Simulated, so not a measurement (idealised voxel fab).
voxel quadruple lines: a process module
In the cross-section labelled cut, the width is 215 nm and each square cell is 5 nm.
Each cross-section below is a grid of square cells, stated as bands in top-down order, with one or more rows of cells making up each band.
Band: top and bottom heights (nm) first, top before bottom; then materials from left to right, widths in nm. "everywhere" marks a sole material filling the band edge to edge. "air" denotes empty space.
Where do heights start? At 0: under that level the wafer as delivered is made of one material only. And the lowest band has no floor; it just carries on downward, as in "0 and below".
Read "30->40" as a graded width: first number on top, second number at the bottom, same change between each pair of neighbouring rows.
"same as before" for a step: no cell of the cross-section changed in that step.
"Closed cavities": empty spaces of 8 cells or more with no open way to the top, each given as width x height at distance, distance from the left edge, all in nm.
Formally, on a step line, whatever follows the settings is a remark that the simulator itself makes on the step.
overlay nm: for a step with a mask, the amount by which the mask lay right of where it was planned; a negative amount means left of it.

BELOW IS THE LIST OF PLANNED PROCESS STEPS
- 1: RECEIVE: material Si
- 2: CONFORMAL_DEP: material SiO2, thk nm 5
- 3: DIRECTIONAL_DEP: material TiN, thk nm 15
- 4: DIRECTIONAL_DEP: material polySi, thk nm 15
- 5: DIRECTIONAL_DEP: material aC, thk nm 25
- 6: PATTERN: tone cover, mask id MANDREL, material resist, width nm 35, thk nm 35, overlay nm -15
- 7: DIRECTIONAL_ETCH: etch materials aC, depth nm 25
- 8: STRIP: etch materials resist
- 9: CONFORMAL_DEP: material SiO2, thk nm 15
- 10: DIRECTIONAL_ETCH: etch materials SiO2, depth nm 15
- 11: STRIP: etch materials aC
- 12: DIRECTIONAL_ETCH: etch materials polySi, depth nm 15
- 13: STRIP: etch materials SiO2
- 14: CONFORMAL_DEP: material SiCN, thk nm 10
- 15: DIRECTIONAL_ETCH: etch materials SiCN, depth nm 10
- 16: STRIP: etch materials polySi
- 17: DIRECTIONAL_ETCH: etch materials TiN, depth nm 15
- 18: STRIP: etch materials SiCN
- 19: FILL_DEP: material lowk, thk nm 10
- 20: CMP: height nm 20
Every wafer here starts from the same state; it is the step 6 overlay nm that distinguishes them, and the value the plan gives belongs to the first wafer.

CROSS-SECTION, FIRST OF SEVERAL WAFERS, AS DELIVERED AFTER STEP 1
    0 and below: Si everywhere
    Closed cavities: none

TABLE: WAFERS, A ROW EACH; END-OF-MODULE CELL CHANGE PER MATERIAL SINCE RECEIPT, GAIN (+), LOSS (-); THEN CLOSED VOIDS
overlay nm -15, +43 SiO2, +24 TiN, +105 lowk, Closed cavities: none
overlay nm -10, +43 SiO2, +24 TiN, +105 lowk, Closed cavities: none
overlay nm -5, +43 SiO2, +24 TiN, +105 lowk, Closed cavities: none
overlay nm 0, +43 SiO2, +24 TiN, +105 lowk, Closed cavities: none
overlay nm 5, +43 SiO2, +24 TiN, +105 lowk, Closed cavities: none
overlay nm 10, +43 SiO2, +24 TiN, +105 lowk, Closed cavities: none
overlay nm 15, +43 SiO2, +24 TiN, +105 lowk, Closed cavities: none
